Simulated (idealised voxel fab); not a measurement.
process module | voxel spacer lines
cross-section cut | 175 nm wide | cells 5 nm
A cross-section is a grid of square cells, given in bands from the top down. A band is one or more rows of cells.
Each band's line starts with the height of the band's top and of its bottom, in nm. Then come its materials from left to right, each with its width in nm. One material with "throughout" fills the band from edge to edge. "air" is empty space.
Height 0 is the level under which the wafer as received is all one material. The lowest band goes on downwards, as in "0 down".
A width such as "30 to 40" changes by the same amount from each row of cells to the next, from the band's top row to its bottom row.
"no change" after a step means that no cell of the cross-section changed.
closed voids: empty space of 8 cells or more with no open way to the top, each as width x height at its distance from the left edge, in nm
after a step's settings: what the simulator itself notes on the step
overlay nm, on a step with a mask: how far to the right of its planned place the mask lay; to the left if negative
plan
1 op RECEIVE | material Si
2 op CONFORMAL_DEP | material Al2O3 | thk nm 5
3 op DIRECTIONAL_DEP | material W | thk nm 15
4 op DIRECTIONAL_DEP | material aC | thk nm 30
5 op PATTERN | tone cover | mask id MANDREL | material resist | width nm 20 | pitch nm 70 | thk nm 35 | overlay nm 0
6 op DIRECTIONAL_ETCH | etch materials aC | depth nm 30
7 op STRIP | etch materials resist
8 op CONFORMAL_DEP | material SiN | thk nm 15
9 op DIRECTIONAL_ETCH | etch materials SiN | depth nm 15
10 op STRIP | etch materials aC
11 op DIRECTIONAL_ETCH | etch materials W | depth nm 15
12 op STRIP | etch materials SiN
13 op FILL_DEP | material SiO2 | thk nm 5
14 op CMP | height nm 20
as received, after step 1
  0 down: Si throughout
  closed voids: none
a wafer at the end: this start, this plan, one mistake
  20 to 5: aC 25 | W 15 | aC 20 | W 15 | aC 20 | W 15 | aC 20 | W 15 | aC 30
  5 to 0: Al2O3 throughout
  0 down: Si throughout
  closed voids: none
what went wrong: step 13 ran as: op FILL_DEP | material aC | thk nm 5
